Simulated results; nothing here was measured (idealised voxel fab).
Presented below is a process module, voxel transistor to metal.
For reference, the cross-section in this document is cut, with width 215 nm and square cells of 5 nm.
When this document writes out a cross-section, it uses a grid of square cells and lists it as bands, beginning at the top and moving down, with a band standing for one or more rows of cells. Heads up on the band format: heights come first, top then bottom, in nm. After that it's the materials left to right, each with its width in nm. A single material flagged "throughout" fills the whole band edge to edge, and "empty" means there's empty space there. The level at which height equals 0 is the one under which the wafer, as it arrives, is entirely one material. No lower edge exists for the bottom band, which continues downward and is notated as in "z 0 and below". Width "30..40": first value at the band's top row of cells, second value at its bottom row, equal change from row to row. The designation "nothing got changed", where it is given for a processing step, indicates that no cell of the cross-section was altered in the course of that step. Each empty space that has no open way to the top and spans at least 8 cells appears under "Closed void roster" as width x height at distance, the distance counted from the left edge, all in nm. That trailing text on a step's line, after the settings, is the simulator's own remark on the step. "overlay nm" denotes, for a step that has a mask, the displacement of the mask to the right of its planned place, with negative values corresponding to the left.

Process steps - plan:
1,RECEIVE [material Si]
2,CONFORMAL_DEP [material SiO2] [thk nm 5]
3,CONFORMAL_DEP [material SiN] [thk nm 10]
4,MASKED_ETCH [tone cover] [mask id ACTIVE] [width nm 105] [etch materials SiN] [depth nm 10] [overlay nm 0]
5,MASKED_ETCH [tone cover] [mask id ACTIVE] [width nm 105] [etch materials SiO2] [depth nm 5] [overlay nm 0]
6,MASKED_ETCH [tone cover] [mask id ACTIVE] [width nm 105] [etch materials Si] [depth nm 20] [overlay nm 0]
7,FILL_DEP [material SiO2] [thk nm 10]
8,CMP [height nm 15]
9,SELECTIVE_ETCH [etch materials SiO2] [depth nm 10]
10,STRIP [etch materials SiN]
11,SELECTIVE_ETCH [etch materials SiO2] [depth nm 5]
12,OXIDIZE [depth nm 5]
13,DIRECTIONAL_DEP [material polySi] [thk nm 30]
14,DIRECTIONAL_DEP [material SiCN] [thk nm 10]
15,PATTERN [tone cover] [mask id GATE] [material resist] [width nm 25] [thk nm 20] [overlay nm 0]
16,DIRECTIONAL_ETCH [etch materials SiCN] [depth nm 20]
17,DIRECTIONAL_ETCH [etch materials polySi] [depth nm 40]
18,STRIP [etch materials resist]
19,CONFORMAL_DEP [material SiN] [thk nm 5]
20,DIRECTIONAL_ETCH [etch materials SiN] [depth nm 5]
21,DIRECTIONAL_ETCH [etch materials SiO2] [depth nm 5]
22,EPI [material pSi] [thk nm 5]
23,FILL_DEP [material SiO2] [thk nm 10]
24,CMP [height nm 30]
25,STRIP [etch materials polySi]
26,SELECTIVE_ETCH [etch materials SiO2] [depth nm 5]
27,CONFORMAL_DEP [material HfO2] [thk nm 5]
28,CONFORMAL_DEP [material TiN] [thk nm 5]
29,FILL_DEP [material W] [thk nm 5]
30,CMP [height nm 25]
31,DIRECTIONAL_DEP [material SiO2] [thk nm 15]
32,PATTERN [tone open] [mask id CONTACT] [material resist] [width nm 15] [pitch nm 70] [thk nm 15] [overlay nm 0]
33,DIRECTIONAL_ETCH [etch materials SiO2] [depth nm 40]
34,STRIP [etch materials resist]
35,CONFORMAL_DEP [material TiN] [thk nm 5]
36,FILL_DEP [material Ru] [thk nm 5]
37,CMP [height nm 40]
38,DIRECTIONAL_DEP [material TiN] [thk nm 5]
39,DIRECTIONAL_DEP [material W] [thk nm 15]
40,DIRECTIONAL_DEP [material aC] [thk nm 15]
41,PATTERN [tone cover] [mask id METAL_1] [material resist] [width nm 15] [pitch nm 70] [thk nm 35] [overlay nm 0]
42,DIRECTIONAL_ETCH [etch materials aC] [depth nm 15]
43,STRIP [etch materials resist]
44,DIRECTIONAL_ETCH [etch materials W] [depth nm 15]
45,DIRECTIONAL_ETCH [etch materials TiN] [depth nm 5]
46,STRIP [etch materials aC]
47,CONFORMAL_DEP [material SiCN] [thk nm 5]
48,FILL_DEP [material lowk] [thk nm 5]
49,CMP [height nm 60]
50,CONFORMAL_DEP [material SiN] [thk nm 5]

Delivered wafer in cross-section: state after step 1:
* z 0 and below | Si throughout
* Closed void roster: none

Cross-sectional image of the first of two wafers at the end of the module, the run having proceeded as planned:
* z 65 to 60 | SiN throughout
* z 60 to 45 | lowk 60 nm, then SiCN 5 nm, then W 15 nm, then SiCN 5 nm, then lowk 45 nm, then SiCN 5 nm, then W 15 nm, then SiCN 5 nm, then lowk 60 nm
* z 45 to 40 | SiCN 65 nm, then TiN 15 nm, then SiCN 55 nm, then TiN 15 nm, then SiCN 65 nm
* z 40 to 25 | SiO2 65 nm, then TiN 5 nm, then Ru 5 nm, then TiN 5 nm, then SiO2 55 nm, then TiN 5 nm, then Ru 5 nm, then TiN 5 nm, then SiO2 65 nm
* z 25 to 5 | SiO2 65 nm, then TiN 5 nm, then Ru 5 nm, then TiN 5 nm, then SiO2 10 nm, then SiN 5 nm, then HfO2 5 nm, then TiN 5 nm, then W 5 nm, then TiN 5 nm, then HfO2 5 nm, then SiN 5 nm, then SiO2 10 nm, then TiN 5 nm, then Ru 5 nm, then TiN 5 nm, then SiO2 65 nm
* z 5 to 0 | SiO2 65 nm, then TiN 15 nm, then SiO2 10 nm, then SiN 5 nm, then HfO2 5 nm, then TiN 15 nm, then HfO2 5 nm, then SiN 5 nm, then SiO2 10 nm, then TiN 15 nm, then SiO2 65 nm
* z 0 to -5 | SiO2 50 nm, then pSi 40 nm, then HfO2 35 nm, then pSi 40 nm, then SiO2 50 nm
* z -5 to -20 | SiO2 55 nm, then Si 105 nm, then SiO2 55 nm
* z -20 and below | Si throughout
* Closed void roster: none

End-of-module cross-section of the second wafer: identical starting point and process plan to the first, with one processing mistake:
* z 65 to 60 | SiN throughout
* z 60 to 45 | lowk 60 nm, then SiCN 5 nm, then W 15 nm, then SiCN 5 nm, then lowk 45 nm, then SiCN 5 nm, then W 15 nm, then SiCN 5 nm, then lowk 60 nm
* z 45 to 40 | SiCN 65 nm, then TiN 15 nm, then SiCN 55 nm, then TiN 15 nm, then SiCN 65 nm
* z 40 to 25 | SiO2 65 nm, then TiN 5 nm, then Ru 5 nm, then TiN 5 nm, then SiO2 55 nm, then TiN 5 nm, then Ru 5 nm, then TiN 5 nm, then SiO2 65 nm
* z 25 to 10 | SiO2 65 nm, then TiN 5 nm, then Ru 5 nm, then TiN 5 nm, then SiO2 10 nm, then SiN 5 nm, then HfO2 5 nm, then TiN 5 nm, then W 5 nm, then TiN 5 nm, then HfO2 5 nm, then SiN 5 nm, then SiO2 10 nm, then TiN 5 nm, then Ru 5 nm, then TiN 5 nm, then SiO2 65 nm
* z 10 to 5 | SiO2 65 nm, then TiN 15 nm, then SiO2 10 nm, then SiN 5 nm, then HfO2 5 nm, then TiN 15 nm, then HfO2 5 nm, then SiN 5 nm, then SiO2 10 nm, then TiN 15 nm, then SiO2 65 nm
* z 5 to 0 | SiO2 55 nm, then SiN 5 nm, then pSi 30 nm, then HfO2 35 nm, then pSi 30 nm, then SiN 5 nm, then SiO2 55 nm
* z 0 to -5 | SiO2 65 nm, then Si 85 nm, then SiO2 65 nm
* z -5 to -20 | SiO2 55 nm, then Si 105 nm, then SiO2 55 nm
* z -20 and below | Si throughout
* Closed void roster: none
Run error: steps 10 and 11 were swapped
The closing comparison, in cells, has the second wafer with more or fewer of some materials than the first: HfO2 -2, Ru -2, Si +17, SiO2 -2, TiN -6, W -1, pSi -4
